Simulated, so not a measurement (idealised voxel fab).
Process module heading - voxel gate over fins
The cross-section on display is named cut; it measures 230 nm wide, and its cells are 5 nm squares.
In this document a cross-section is written as a grid of square cells. It is given as a series of bands, listed from the top down, and a band is one or more rows of cells.
Read a band's entry like this: the first values are the height of its top and the height of its bottom in nm, and what follows is the sequence of materials from left to right, each with its width in nm. Note that "air" is empty space, and that a single material marked "throughout" reaches across the band from edge to edge.
Height is counted from the level 0, under which the received wafer is composed throughout of one material. The lowest of the bands is not closed at the bottom but continues downward, in the notation "from 0 down".
Per-row width for "30..40": begins at first number (top row of band), ends at second number (bottom row), increment between rows held constant.
You'll sometimes find "remained the same" written for a step, and that's the way of saying that nowhere in the cross-section did a cell change during that step.
"Listed closed voids" lists enclosed empty spaces (at least 8 cells, no open path upward to the top), each as width x height at distance from the left edge, in nm.
On each step's line, the part that comes after the settings is the simulator's own comment on the step.
overlay nm: for a step with a mask, the amount by which the mask lay right of where it was planned; a negative amount means left of it.
### The process steps that were planned are listed below
1 RECEIVE | material Si
2 CONFORMAL_DEP | material SiN | thk nm 5
3 PATTERN | tone cover | mask id FINS | material resist | width nm 15 | pitch nm 60 | thk nm 20 | overlay nm 0
4 DIRECTIONAL_ETCH | etch materials SiN | depth nm 5
5 DIRECTIONAL_ETCH | etch materials Si | depth nm 35
6 STRIP | etch materials resist
7 OXIDIZE | depth nm 5
8 FILL_DEP | material SiO2 | thk nm 15
9 CMP | height nm 5
10 PATTERN | tone open | mask id RAIL | material resist | width nm 15 | thk nm 20 | overlay nm -15
11 DIRECTIONAL_ETCH | etch materials SiO2 | depth nm 35
12 STRIP | etch materials resist
13 CONFORMAL_DEP | material TiN | thk nm 5
14 FILL_DEP | material Ru | thk nm 10
15 CMP | height nm 5
16 SELECTIVE_ETCH | etch materials W Ru TiN | depth nm 30
17 FILL_DEP | material SiO2 | thk nm 5
18 CMP | height nm 5
19 SELECTIVE_ETCH | etch materials SiO2 | depth nm 20
20 STRIP | etch materials SiN
21 CONFORMAL_DEP | material HfO2 | thk nm 5
22 CONFORMAL_DEP | material TiN | thk nm 5
23 CONFORMAL_DEP | material TiAl | thk nm 5
24 CONFORMAL_DEP | material TiN | thk nm 5
25 FILL_DEP | material W | thk nm 15
26 CMP | height nm 30
27 CONFORMAL_DEP | material SiN | thk nm 10
The overlay nm used in step 10 is not the same on every wafer, whereas the starting condition is; the value printed in the plan is the first wafer's.
### As received, i.e. after step 1: cross-section through the first of several wafers
> from 0 down = Si throughout
> Listed closed voids: none
### Wafer cross-section (first of several) - module end, post step 27 (last step)
> from 40 to 30 = SiN throughout
> from 30 to 20 = W throughout
> from 20 to 15 = W: 60 / TiN: 45 / W: 15 / TiN: 45 / W: 65
> from 15 to 10 = W: 60 / TiN: 5 / TiAl: 35 / TiN: 5 / W: 15 / TiN: 5 / TiAl: 35 / TiN: 5 / W: 65
> from 10 to 5 = W: 60 / TiN: 5 / TiAl: 5 / TiN: 25 / TiAl: 5 / TiN: 5 / W: 15 / TiN: 5 / TiAl: 5 / TiN: 25 / TiAl: 5 / TiN: 5 / W: 65
> from 5 to 0 = TiN: 65 / TiAl: 5 / TiN: 5 / HfO2: 15 / TiN: 5 / TiAl: 5 / TiN: 25 / TiAl: 5 / TiN: 5 / HfO2: 15 / TiN: 5 / TiAl: 5 / TiN: 70
> from 0 to -5 = TiAl: 70 / TiN: 5 / HfO2: 5 / Si: 5 / HfO2: 5 / TiN: 5 / TiAl: 35 / TiN: 5 / HfO2: 5 / Si: 5 / HfO2: 5 / TiN: 5 / TiAl: 75
> from -5 to -10 = TiN: 75 / HfO2: 5 / Si: 5 / HfO2: 5 / TiN: 45 / HfO2: 5 / Si: 5 / HfO2: 5 / TiN: 80
> from -10 to -15 = HfO2: 80 / Si: 5 / HfO2: 55 / Si: 5 / HfO2: 85
> from -15 to -25 = SiO2: 80 / Si: 5 / SiO2: 55 / Si: 5 / SiO2: 85
> from -25 to -30 = SiO2: 80 / Si: 5 / SiO2: 5 / TiN: 15 / SiO2: 35 / Si: 5 / SiO2: 85
> from -30 to -40 = SiO2: 80 / Si: 5 / SiO2: 55 / Si: 5 / SiO2: 85
> from -40 down = Si throughout
> Listed closed voids: none
### X-section, last wafer, module end
> from 40 to 30 = SiN throughout
> from 30 to 20 = W throughout
> from 20 to 15 = W: 60 / TiN: 45 / W: 15 / TiN: 45 / W: 65
> from 15 to 10 = W: 60 / TiN: 5 / TiAl: 35 / TiN: 5 / W: 15 / TiN: 5 / TiAl: 35 / TiN: 5 / W: 65
> from 10 to 5 = W: 60 / TiN: 5 / TiAl: 5 / TiN: 25 / TiAl: 5 / TiN: 5 / W: 15 / TiN: 5 / TiAl: 5 / TiN: 25 / TiAl: 5 / TiN: 5 / W: 65
> from 5 to 0 = TiN: 65 / TiAl: 5 / TiN: 5 / HfO2: 15 / TiN: 5 / TiAl: 5 / TiN: 25 / TiAl: 5 / TiN: 5 / HfO2: 15 / TiN: 5 / TiAl: 5 / TiN: 70
> from 0 to -5 = TiAl: 70 / TiN: 5 / HfO2: 5 / Si: 5 / HfO2: 5 / TiN: 5 / TiAl: 35 / TiN: 5 / HfO2: 5 / Si: 5 / HfO2: 5 / TiN: 5 / TiAl: 75
> from -5 to -10 = TiN: 75 / HfO2: 5 / Si: 5 / HfO2: 5 / TiN: 45 / HfO2: 5 / Si: 5 / HfO2: 5 / TiN: 80
> from -10 to -15 = HfO2: 80 / Si: 5 / HfO2: 55 / Si: 5 / HfO2: 85
> from -15 to -25 = SiO2: 80 / Si: 5 / SiO2: 55 / Si: 5 / SiO2: 85
> from -25 to -30 = SiO2: 80 / Si: 5 / SiO2: 35 / TiN: 15 / SiO2: 5 / Si: 5 / SiO2: 85
> from -30 to -40 = SiO2: 80 / Si: 5 / SiO2: 55 / Si: 5 / SiO2: 85
> from -40 down = Si throughout
> Listed closed voids: none
### wafer rows; end of module; cells per material since receipt: (+) gained, (-) lost; then closed voids
overlay nm -15, +58 HfO2, -352 Si, +92 SiN, +217 SiO2, +58 TiAl, +119 TiN, +176 W, Listed closed voids: none
overlay nm -10, +58 HfO2, -352 Si, +92 SiN, +217 SiO2, +58 TiAl, +119 TiN, +176 W, Listed closed voids: none
overlay nm -5, +58 HfO2, -352 Si, +92 SiN, +217 SiO2, +58 TiAl, +119 TiN, +176 W, Listed closed voids: none
overlay nm 0, +58 HfO2, -352 Si, +92 SiN, +217 SiO2, +58 TiAl, +119 TiN, +176 W, Listed closed voids: none
overlay nm 5, +58 HfO2, -352 Si, +92 SiN, +217 SiO2, +58 TiAl, +119 TiN, +176 W, Listed closed voids: none
overlay nm 10, +58 HfO2, -352 Si, +92 SiN, +217 SiO2, +58 TiAl, +119 TiN, +176 W, Listed closed voids: none
overlay nm 15, +58 HfO2, -352 Si, +92 SiN, +217 SiO2, +58 TiAl, +119 TiN, +176 W, Listed closed voids: none
